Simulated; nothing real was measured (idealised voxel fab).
Process module name: voxel self aligned contacts
Section cut is 180 nm wide and gridded with 5 nm square cells.
Think of the cross-section as a grid of square cells. We describe it in bands, top to bottom, and each band covers one or more rows of those cells.
What a band's entry tells you: where the top is and where the bottom is, as heights in nm, and after that what lies inside, material by material from left to right, each with its width in nm. Empty space is written as the word "air", and a single material marked with the word "edge to edge" occupies the band from edge to edge.
The reference from which all heights are counted is 0, the level beneath which the as-received wafer is entirely one material; the lowest band, having no lower bound, proceeds downward and is written after the example "0 and below".
The notation "30..40" denotes a width that varies across the rows of cells in the band, beginning at the first number in the top row, finishing at the second number in the bottom row, and changing by an identical amount from each row to the next.
Step marked "changes: none"? Then no cell in the cross-section changed in it.
"Closed-off voids" - sealed voids, min. 8 cells, no opening to top; format: width x height at distance (distance from left edge; nm throughout).
If you see something after the settings on a step's line, that's the simulator's own remark about that step.
For masked steps, "overlay nm" on the step line gives how far right of plan the mask actually lay; a minus sign means it lay to the left.

Below is the list of planned process steps:
- 1: RECEIVE (material Si)
- 2: OXIDIZE (depth nm 5)
- 3: DIRECTIONAL_DEP (material polySi; thk nm 20)
- 4: DIRECTIONAL_DEP (material SiN; thk nm 15)
- 5: DIRECTIONAL_DEP (material aC; thk nm 10)
- 6: PATTERN (tone cover; mask id GATE; material resist; width nm 25; pitch nm 50; thk nm 25; overlay nm 0)
- 7: DIRECTIONAL_ETCH (etch materials aC; depth nm 10)
- 8: STRIP (etch materials resist)
- 9: DIRECTIONAL_ETCH (etch materials SiN; depth nm 15)
- 10: DIRECTIONAL_ETCH (etch materials polySi; depth nm 20)
- 11: STRIP (etch materials aC)
- 12: CONFORMAL_DEP (material SiN; thk nm 5)
- 13: DIRECTIONAL_ETCH (etch materials SiN; depth nm 5)
- 14: FILL_DEP (material SiO2; thk nm 10)
- 15: CMP (height nm 40)
- 16: PATTERN (tone open; mask id CONTACT; material resist; width nm 35; thk nm 15; overlay nm 0)
- 17: DIRECTIONAL_ETCH (etch materials SiO2; depth nm 45)
- 18: STRIP (etch materials resist)
- 19: CONFORMAL_DEP (material TiN; thk nm 5)
- 20: FILL_DEP (material Ru; thk nm 10)
- 21: CMP (height nm 40)
- 22: CONFORMAL_DEP (material SiN; thk nm 5)

Wafer, first of two, run as planned:

As received (post step 1): cross-section:
- 0 and below  Si edge to edge
- Closed-off voids: none

After step 2, in cross-section:
- 0 down to -5  SiO2 edge to edge
- At heights below -5, the structure remains unaltered.

After step 3, in cross-section:
- 20 down to 0  polySi edge to edge
- At heights below 0, the structure remains unaltered.

After step 4, in cross-section:
- 35 down to 20  SiN edge to edge
- At heights below 20, the structure remains unaltered.

After step 5, in cross-section:
- 45 down to 35  aC edge to edge
- At heights below 35, the structure remains unaltered.

After step 6, in cross-section:
- 70 down to 45  50 nm air  25 nm resist  25 nm air  25 nm resist  55 nm air
- At heights below 45, the structure remains unaltered.

After step 7, in cross-section:
- 60 down to 45  50 nm air  25 nm resist  25 nm air  25 nm resist  55 nm air
- 45 down to 35  50 nm air  25 nm aC  25 nm air  25 nm aC  55 nm air
- At heights below 35, the structure remains unaltered.

After step 8, in cross-section:
- 45 down to 35  50 nm air  25 nm aC  25 nm air  25 nm aC  55 nm air
- At heights below 35, the structure remains unaltered.

After step 9, in cross-section:
- 45 down to 35  50 nm air  25 nm aC  25 nm air  25 nm aC  55 nm air
- 35 down to 20  50 nm air  25 nm SiN  25 nm air  25 nm SiN  55 nm air
- At heights below 20, the structure remains unaltered.

After step 10, in cross-section:
- 45 down to 35  50 nm air  25 nm aC  25 nm air  25 nm aC  55 nm air
- 35 down to 20  50 nm air  25 nm SiN  25 nm air  25 nm SiN  55 nm air
- 20 down to 0  50 nm air  25 nm polySi  25 nm air  25 nm polySi  55 nm air
- At heights below 0, the structure remains unaltered.

After step 11, in cross-section:
- 35 down to 20  50 nm air  25 nm SiN  25 nm air  25 nm SiN  55 nm air
- At heights below 20, the structure remains unaltered.

After step 12, in cross-section:
- 40 down to 20  45 nm air  35 nm SiN  15 nm air  35 nm SiN  50 nm air
- 20 down to 5  45 nm air  5 nm SiN  25 nm polySi  5 nm SiN  15 nm air  5 nm SiN  25 nm polySi  5 nm SiN  50 nm air
- 5 down to 0  50 nm SiN  25 nm polySi  25 nm SiN  25 nm polySi  55 nm SiN
- At heights below 0, the structure remains unaltered.

After step 13, in cross-section:
- 35 down to 20  45 nm air  35 nm SiN  15 nm air  35 nm SiN  50 nm air
- 20 down to 0  45 nm air  5 nm SiN  25 nm polySi  5 nm SiN  15 nm air  5 nm SiN  25 nm polySi  5 nm SiN  50 nm air
- At heights below 0, the structure remains unaltered.

After step 14, in cross-section:
- 45 down to 35  SiO2 edge to edge
- 35 down to 20  45 nm SiO2  35 nm SiN  15 nm SiO2  35 nm SiN  50 nm SiO2
- 20 down to 0  45 nm SiO2  5 nm SiN  25 nm polySi  5 nm SiN  15 nm SiO2  5 nm SiN  25 nm polySi  5 nm SiN  50 nm SiO2
- At heights below 0, the structure remains unaltered.

After step 15, in cross-section:
- 40 down to 35  SiO2 edge to edge
- At heights below 35, the structure remains unaltered.

After step 16, in cross-section:
- 55 down to 40  70 nm resist  35 nm air  75 nm resist
- At heights below 40, the structure remains unaltered.

After step 17, in cross-section:
- 55 down to 40  70 nm resist  35 nm air  75 nm resist
- 40 down to 35  70 nm SiO2  35 nm air  75 nm SiO2
- 35 down to 20  45 nm SiO2  35 nm SiN  15 nm air  35 nm SiN  50 nm SiO2
- 20 down to 0  45 nm SiO2  5 nm SiN  25 nm polySi  5 nm SiN  15 nm air  5 nm SiN  25 nm polySi  5 nm SiN  50 nm SiO2
- 0 down to -5  80 nm SiO2  15 nm air  85 nm SiO2
- At heights below -5, the structure remains unaltered.

After step 18, in cross-section:
- 40 down to 35  70 nm SiO2  35 nm air  75 nm SiO2
- At heights below 35, the structure remains unaltered.

After step 19, in cross-section:
- 45 down to 40  75 nm TiN  25 nm air  80 nm TiN
- 40 down to 35  70 nm SiO2  15 nm TiN  5 nm air  15 nm TiN  75 nm SiO2
- 35 down to 20  45 nm SiO2  35 nm SiN  5 nm TiN  5 nm air  5 nm TiN  35 nm SiN  50 nm SiO2
- 20 down to 0  45 nm SiO2  5 nm SiN  25 nm polySi  5 nm SiN  5 nm TiN  5 nm air  5 nm TiN  5 nm SiN  25 nm polySi  5 nm SiN  50 nm SiO2
- 0 down to -5  80 nm SiO2  15 nm TiN  85 nm SiO2
- At heights below -5, the structure remains unaltered.

After step 20, in cross-section:
- 55 down to 45  Ru edge to edge
- 45 down to 40  75 nm TiN  25 nm Ru  80 nm TiN
- 40 down to 35  70 nm SiO2  15 nm TiN  5 nm Ru  15 nm TiN  75 nm SiO2
- 35 down to 20  45 nm SiO2  35 nm SiN  5 nm TiN  5 nm Ru  5 nm TiN  35 nm SiN  50 nm SiO2
- 20 down to 0  45 nm SiO2  5 nm SiN  25 nm polySi  5 nm SiN  5 nm TiN  5 nm Ru  5 nm TiN  5 nm SiN  25 nm polySi  5 nm SiN  50 nm SiO2
- At heights below 0, the structure remains unaltered.

After step 21, in cross-section:
- 40 down to 35  70 nm SiO2  15 nm TiN  5 nm Ru  15 nm TiN  75 nm SiO2
- At heights below 35, the structure remains unaltered.

After step 22, in cross-section:
- 45 down to 40  SiN edge to edge
- At heights below 40, the structure remains unaltered.

Companion wafer, the second of two: same beginning, same intended sequence, one mistake in carrying it out; through step 8 inclusive it tracks the first exactly:

Cross-sectional view of the second wafer at the intended end time of process step 9:
- 45 down to 35  50 nm air  25 nm aC  25 nm air  25 nm aC  55 nm air
- 35 down to 30  50 nm air  25 nm SiN  25 nm air  25 nm SiN  55 nm air
- At heights below 30, the structure remains unaltered.

Cross-sectional view of the second wafer at the intended end time of process step 10: changes: none

Cross-sectional view of the second wafer at the intended end time of process step 11:
- 35 down to 30  50 nm air  25 nm SiN  25 nm air  25 nm SiN  55 nm air
- At heights below 30, the structure remains unaltered.

Cross-sectional view of the second wafer at the intended end time of process step 12:
- 40 down to 35  45 nm air  35 nm SiN  15 nm air  35 nm SiN  50 nm air
- 35 down to 20  SiN edge to edge
- At heights below 20, the structure remains unaltered.

Cross-sectional view of the second wafer at the intended end time of process step 13:
- 35 down to 30  45 nm air  35 nm SiN  15 nm air  35 nm SiN  50 nm air
- At heights below 30, the structure remains unaltered.

Cross-sectional view of the second wafer at the intended end time of process step 14:
- 45 down to 35  SiO2 edge to edge
- 35 down to 30  45 nm SiO2  35 nm SiN  15 nm SiO2  35 nm SiN  50 nm SiO2
- At heights below 30, the structure remains unaltered.

Cross-sectional view of the second wafer at the intended end time of process step 15:
- 40 down to 35  SiO2 edge to edge
- At heights below 35, the structure remains unaltered.

Cross-sectional view of the second wafer at the intended end time of process step 16:
- 55 down to 40  70 nm resist  35 nm air  75 nm resist
- At heights below 40, the structure remains unaltered.

Cross-sectional view of the second wafer at the intended end time of process step 17:
- 55 down to 40  70 nm resist  35 nm air  75 nm resist
- 40 down to 35  70 nm SiO2  35 nm air  75 nm SiO2
- 35 down to 30  45 nm SiO2  35 nm SiN  15 nm air  35 nm SiN  50 nm SiO2
- At heights below 30, the structure remains unaltered.

Cross-sectional view of the second wafer at the intended end time of process step 18:
- 40 down to 35  70 nm SiO2  35 nm air  75 nm SiO2
- At heights below 35, the structure remains unaltered.

Cross-sectional view of the second wafer at the intended end time of process step 19:
- 45 down to 40  75 nm TiN  25 nm air  80 nm TiN
- 40 down to 35  70 nm SiO2  15 nm TiN  5 nm air  15 nm TiN  75 nm SiO2
- 35 down to 30  45 nm SiO2  35 nm SiN  15 nm TiN  35 nm SiN  50 nm SiO2
- At heights below 30, the structure remains unaltered.

Cross-sectional view of the second wafer at the intended end time of process step 20:
- 55 down to 45  Ru edge to edge
- 45 down to 40  75 nm TiN  25 nm Ru  80 nm TiN
- 40 down to 35  70 nm SiO2  15 nm TiN  5 nm Ru  15 nm TiN  75 nm SiO2
- At heights below 35, the structure remains unaltered.

Cross-sectional view of the second wafer at the intended end time of process step 21:
- 40 down to 35  70 nm SiO2  15 nm TiN  5 nm Ru  15 nm TiN  75 nm SiO2
- At heights below 35, the structure remains unaltered.

Cross-sectional view of the second wafer at the intended end time of process step 22:
- 45 down to 40  SiN edge to edge
- At heights below 40, the structure remains unaltered.
Processing error: heads up, step 9 didn't go per plan, it actually ran as DIRECTIONAL_ETCH (etch materials SiN; depth nm 5)
Final comparison by cell count, materials where the second wafer has more or fewer than the first: 7 fewer of Ru; 28 more of SiN; 111 fewer of SiO2; 14 fewer of TiN; 104 more of polySi
